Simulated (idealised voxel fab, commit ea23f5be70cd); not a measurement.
The following is a process module called voxel double patterning.
In the cross-section labelled cut, the width is 295 nm and each square cell is 5 nm.
Cross-section = grid of square cells, listed top down in bands; band = one or more rows. A band entry consists of two parts. The first gives the height of the band's top and the height of its bottom, in nm. The rest lists the band's materials from left to right, each with its width in nm. A single material labelled with the word "edge to edge" fills the band from edge to edge, and the word "blank" marks empty space. Heights are reckoned from 0. Under this level, the received wafer is all of one material. The bottommost band is open-ended downward, for example "0 nm and below". You'd read "30->40" like this: the band's top row of cells is as wide as the first number, its bottom row is as wide as the second, and going down, every row changes width by the same amount as the row before did. What does "no change" mean for a step? It means no cell of the cross-section changed in that step. "Sealed void list" means: voids of 8 cells or more that are shut off from the top with no open way through. Written width x height at distance, distance from the left edge, in nm. Post-settings text on a step line: simulator's own remark regarding the step. overlay nm, on a step with a mask: how far to the right of its planned place the mask lay; to the left if negative.
[plan]
1 RECEIVE with material Si
2 CONFORMAL_DEP with material SiN, thk nm 5
3 DIRECTIONAL_DEP with material SiO2, thk nm 10
4 DIRECTIONAL_DEP with material SiCN, thk nm 10
5 MASKED_ETCH with tone open, mask id FIRST, width nm 15, pitch nm 50, etch materials SiCN, depth nm 10, overlay nm 0
6 PATTERN with tone open, mask id SECOND, material resist, width nm 15, thk nm 15, overlay nm 0
7 DIRECTIONAL_ETCH with etch materials SiCN, depth nm 10
8 STRIP with etch materials resist
9 DIRECTIONAL_ETCH with etch materials SiO2, depth nm 10
10 STRIP with etch materials SiCN
[Received-state cross-section, reflecting completion of step 1]
0 nm and below  Si edge to edge
Sealed void list: none
[Here's the cross-section of the first of our two wafers at the end of the module - it ran as planned]
15 nm to 5 nm  115 nm SiO2 / 15 nm blank / 10 nm SiO2 / 15 nm blank / 10 nm SiO2 / 15 nm blank / 115 nm SiO2
5 nm to 0 nm  SiN edge to edge
0 nm and below  Si edge to edge
Sealed void list: none
[End of module, second wafer, cross-section. Started like the first, planned like the first, run with one mistake]
15 nm to 5 nm  140 nm blank / 15 nm SiO2 / 140 nm blank
5 nm to 0 nm  SiN edge to edge
0 nm and below  Si edge to edge
Sealed void list: none
What went wrong in running the wafer? step 6 was not run as planned; what actually ran was PATTERN with tone cover, mask id SECOND, material resist, width nm 15, thk nm 15, overlay nm 0
Final comparison by cell count, materials where the second wafer has more or fewer than the first: -94 SiO2
